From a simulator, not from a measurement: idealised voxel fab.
The following process module bears the name voxel trench capacitor.
Cross-section cut spans 260 nm and uses square cells 5 nm in size.
If you're reading a cross-section in this doc, picture square cells in a grid; it comes to you as bands, top ones listed first down to the bottom, and a band can be one or more rows of cells.
Per band: top height and bottom height in nm, followed by the left-to-right materials and their widths in nm; "throughout" marks a single material spanning edge to edge, "empty" marks empty space.
Height reference: 0 = level under which incoming wafer is all one material. Lowest band: no bottom, runs on downward, e.g. "z 0 and below".
When a width is written as two numbers, as in "30->40", the first number is the width in the top row of cells of the band and the second is the width in its bottom row, and the width changes by the same amount from each row to the next.
You'll sometimes find "identical to before" written for a step, and that's the way of saying that nowhere in the cross-section did a cell change during that step.
Listed in "Enclosed void listing": every empty space of 8 or more cells without an open way to the top. Form: width x height at distance, the distance being from the left edge, all in nm.
after a step's settings: what the simulator itself notes on the step
overlay nm: for a step with a mask, the amount by which the mask lay right of where it was planned; a negative amount means left of it.
### These are the steps we planned for the process
1. RECEIVE with material Si
2. CONFORMAL_DEP with material SiN, thk nm 5
3. MASKED_ETCH with tone open, mask id TRENCH, width nm 15, pitch nm 50, etch materials SiN, depth nm 5, overlay nm 0
4. MASKED_ETCH with tone open, mask id TRENCH, width nm 25, pitch nm 50, etch materials Si, depth nm 30, overlay nm 0
5. CONFORMAL_DEP with material SiO2, thk nm 5
6. FILL_DEP with material polySi, thk nm 10
7. CMP with height nm 5
Heads up: all these wafers start the same, and what changes between them is the width nm in step 3. The value you see in the plan is just what the first wafer got.
### The first of several wafers in cross-section, exactly as it reached us after step 1
> z 0 and below  Si throughout
> Enclosed void listing: none
### End of module, by wafer: material-by-material cell gain (+) or loss (-) since receipt, then closed voids
width nm 15 | -36 Si | +46 SiN | +30 SiO2 | +12 polySi | Enclosed void listing: none
width nm 20 | -48 Si | +44 SiN | +32 SiO2 | +24 polySi | Enclosed void listing: none
width nm 25 | -60 Si | +42 SiN | +34 SiO2 | +36 polySi | Enclosed void listing: none
width nm 30 | -60 Si | +40 SiN | +36 SiO2 | +36 polySi | Enclosed void listing: none
width nm 35 | -60 Si | +38 SiN | +38 SiO2 | +36 polySi | Enclosed void listing: none
